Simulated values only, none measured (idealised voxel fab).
process module | voxel self aligned vias
This is section cut - it's 170 nm across, gridded in 5 nm square cells.
Heads up, the way a cross-section reads in here is a grid of square cells, handed over as bands from the top down, with every band being one or more rows of cells.
It is stipulated that each band's entry specify, in nanometres, the height of the top of the band and then that of its bottom, followed by the materials of the band in left-to-right sequence, each together with its width in nanometres. A single material marked by the word "all across" is understood to fill the band from edge to edge; the word "air" is understood to denote empty space.
Height is counted from the level 0, under which the received wafer is composed throughout of one material. The lowest of the bands is not closed at the bottom but continues downward, in the notation "z 0 and below".
Width: "30->40" (first number = top row, second number = bottom row, same change from row to row of cells).
Step note "all unchanged" = no cross-section cell changed.
If an empty space has no open way to the top and is at least 8 cells in size, "Trapped cavities" lists it, written width x height at distance, where distance is measured from the left edge and every value is in nm.
Step line, after settings: the simulator's comment on this step.
overlay nm: mask offset rightward from planned place, masked step; negative means leftward offset.
[Steps in the process plan]
1. RECEIVE | material Si
2. CONFORMAL_DEP | material SiO2 | thk nm 15
3. CONFORMAL_DEP | material SiCN | thk nm 5
4. DIRECTIONAL_DEP | material lowk | thk nm 30
5. DIRECTIONAL_DEP | material aC | thk nm 15
6. PATTERN | tone open | mask id LINES | material resist | width nm 30 | pitch nm 60 | thk nm 30 | overlay nm 0
7. DIRECTIONAL_ETCH | etch materials aC | depth nm 15
8. STRIP | etch materials resist
9. DIRECTIONAL_ETCH | etch materials lowk | depth nm 30
10. STRIP | etch materials aC
11. CONFORMAL_DEP | material TiN | thk nm 5
12. FILL_DEP | material Ru | thk nm 5
13. CMP | height nm 50
14. SELECTIVE_ETCH | etch materials W Ru TiN | depth nm 5
15. FILL_DEP | material SiN | thk nm 5
16. CMP | height nm 50
17. DIRECTIONAL_DEP | material lowk | thk nm 20
18. DIRECTIONAL_DEP | material aC | thk nm 10
19. PATTERN | tone open | mask id VIAS | material resist | width nm 40 | thk nm 25 | overlay nm 0
20. DIRECTIONAL_ETCH | etch materials aC | depth nm 10
21. STRIP | etch materials resist
22. DIRECTIONAL_ETCH | etch materials lowk | depth nm 20
23. DIRECTIONAL_ETCH | etch materials SiN | depth nm 5
24. STRIP | etch materials aC
25. CONFORMAL_DEP | material TiN | thk nm 5
26. FILL_DEP | material W | thk nm 10
27. CMP | height nm 70
28. CONFORMAL_DEP | material SiN | thk nm 5
[Delivered wafer in cross-section: state after step 1]
  z 0 and below: Si all across
  Trapped cavities: none
[Cross-section: first of two wafers, module finished, run according to plan]
  z 75 to 70: SiN all across
  z 70 to 55: lowk=35; TiN=5; W=30; TiN=5; lowk=95
  z 55 to 50: lowk=35; TiN=10; W=20; TiN=10; lowk=95
  z 50 to 45: lowk=40; TiN=30; lowk=30; SiN=30; lowk=40
  z 45 to 25: lowk=40; TiN=5; Ru=20; TiN=5; lowk=30; TiN=5; Ru=20; TiN=5; lowk=40
  z 25 to 20: lowk=40; TiN=30; lowk=30; TiN=30; lowk=40
  z 20 to 15: SiCN all across
  z 15 to 0: SiO2 all across
  z 0 and below: Si all across
  Trapped cavities: none
[Cross-section, wafer two of two, end of module: same start and plan as wafer one, one error in execution]
  z 75 to 70: SiN all across
  z 70 to 55: lowk=30; TiN=5; W=40; TiN=5; lowk=90
  z 55 to 50: lowk=30; TiN=15; W=20; TiN=15; lowk=90
  z 50 to 45: lowk=40; TiN=30; lowk=30; SiN=30; lowk=40
  z 45 to 25: lowk=40; TiN=5; Ru=20; TiN=5; lowk=30; TiN=5; Ru=20; TiN=5; lowk=40
  z 25 to 20: lowk=40; TiN=30; lowk=30; TiN=30; lowk=40
  z 20 to 15: SiCN all across
  z 15 to 0: SiO2 all across
  z 0 and below: Si all across
  Trapped cavities: none
Processing error: step 19 off recipe, ran as PATTERN | tone open | mask id VIAS | material resist | width nm 50 | thk nm 25 | overlay nm 0
The closing comparison, in cells, has the second wafer with more or fewer of some materials than the first: TiN: 2 more; W: 6 more; lowk: 8 fewer
